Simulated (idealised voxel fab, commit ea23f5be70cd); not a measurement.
process module | voxel trench capacitor
cross-section cut | 160 nm wide | cells 5 nm
A cross-section is a grid of square cells, given in bands from the top down. A band is one or more rows of cells.
Each band's line starts with the height of the band's top and of its bottom, in nm. Then come its materials from left to right, each with its width in nm. One material with "throughout" fills the band from edge to edge. "air" is empty space.
Height 0 is the level under which the wafer as received is all one material. The lowest band goes on downwards, as in "0 down".
A width such as "30 to 40" changes by the same amount from each row of cells to the next, from the band's top row to its bottom row.
"no change" after a step means that no cell of the cross-section changed.
closed voids: empty space of 8 cells or more with no open way to the top, each as width x height at its distance from the left edge, in nm
after a step's settings: what the simulator itself notes on the step
overlay nm, on a step with a mask: how far to the right of its planned place the mask lay; to the left if negative
plan
1 op RECEIVE | material Si
2 op CONFORMAL_DEP | material SiN | thk nm 10
3 op MASKED_ETCH | tone open | mask id TRENCH | width nm 30 | pitch nm 45 | etch materials SiN | depth nm 10 | overlay nm 0
4 op MASKED_ETCH | tone open | mask id TRENCH | width nm 30 | pitch nm 45 | etch materials Si | depth nm 40 | overlay nm 0
5 op CONFORMAL_DEP | material Al2O3 | thk nm 5
6 op CONFORMAL_DEP | material TiN | thk nm 5
7 op FILL_DEP | material W | thk nm 5
8 op CMP | height nm 10
first wafer, as planned
as received, after step 1
  0 down: Si throughout
  closed voids: none
after step 2
  10 to 0: SiN throughout
  below 0: unchanged
after step 3
  10 to 0: SiN 40 | air 30 | SiN 15 | air 30 | SiN 45
  below 0: unchanged
after step 4
  10 to 0: SiN 40 | air 30 | SiN 15 | air 30 | SiN 45
  0 to -40: Si 40 | air 30 | Si 15 | air 30 | Si 45
  below -40: unchanged
after step 5
  15 to 10: Al2O3 45 | air 20 | Al2O3 25 | air 20 | Al2O3 50
  10 to 0: SiN 40 | Al2O3 5 | air 20 | Al2O3 5 | SiN 15 | Al2O3 5 | air 20 | Al2O3 5 | SiN 45
  0 to -35: Si 40 | Al2O3 5 | air 20 | Al2O3 5 | Si 15 | Al2O3 5 | air 20 | Al2O3 5 | Si 45
  -35 to -40: Si 40 | Al2O3 30 | Si 15 | Al2O3 30 | Si 45
  below -40: unchanged
after step 6
  20 to 15: TiN 50 | air 10 | TiN 35 | air 10 | TiN 55
  15 to 10: Al2O3 45 | TiN 5 | air 10 | TiN 5 | Al2O3 25 | TiN 5 | air 10 | TiN 5 | Al2O3 50
  10 to 0: SiN 40 | Al2O3 5 | TiN 5 | air 10 | TiN 5 | Al2O3 5 | SiN 15 | Al2O3 5 | TiN 5 | air 10 | TiN 5 | Al2O3 5 | SiN 45
  0 to -30: Si 40 | Al2O3 5 | TiN 5 | air 10 | TiN 5 | Al2O3 5 | Si 15 | Al2O3 5 | TiN 5 | air 10 | TiN 5 | Al2O3 5 | Si 45
  -30 to -35: Si 40 | Al2O3 5 | TiN 20 | Al2O3 5 | Si 15 | Al2O3 5 | TiN 20 | Al2O3 5 | Si 45
  below -35: unchanged
after step 7
  25 to 20: W throughout
  20 to 15: TiN 50 | W 10 | TiN 35 | W 10 | TiN 55
  15 to 10: Al2O3 45 | TiN 5 | W 10 | TiN 5 | Al2O3 25 | TiN 5 | W 10 | TiN 5 | Al2O3 50
  10 to 0: SiN 40 | Al2O3 5 | TiN 5 | W 10 | TiN 5 | Al2O3 5 | SiN 15 | Al2O3 5 | TiN 5 | W 10 | TiN 5 | Al2O3 5 | SiN 45
  0 to -30: Si 40 | Al2O3 5 | TiN 5 | W 10 | TiN 5 | Al2O3 5 | Si 15 | Al2O3 5 | TiN 5 | W 10 | TiN 5 | Al2O3 5 | Si 45
  below -30: unchanged
after step 8
  10 to 0: SiN 40 | Al2O3 5 | TiN 5 | W 10 | TiN 5 | Al2O3 5 | SiN 15 | Al2O3 5 | TiN 5 | W 10 | TiN 5 | Al2O3 5 | SiN 45
  below 0: unchanged
second wafer: like start, like plan, one mistake. Through step 7 it matches the first wafer
when step 8 should have ended
  20 to 15: TiN 50 | W 10 | TiN 35 | W 10 | TiN 55
  below 15: unchanged
what went wrong: step 8 ran as: op CMP | height nm 20
at the end the second wafer has, in cells: 24 more of Al2O3 | 32 more of TiN | 8 more of W
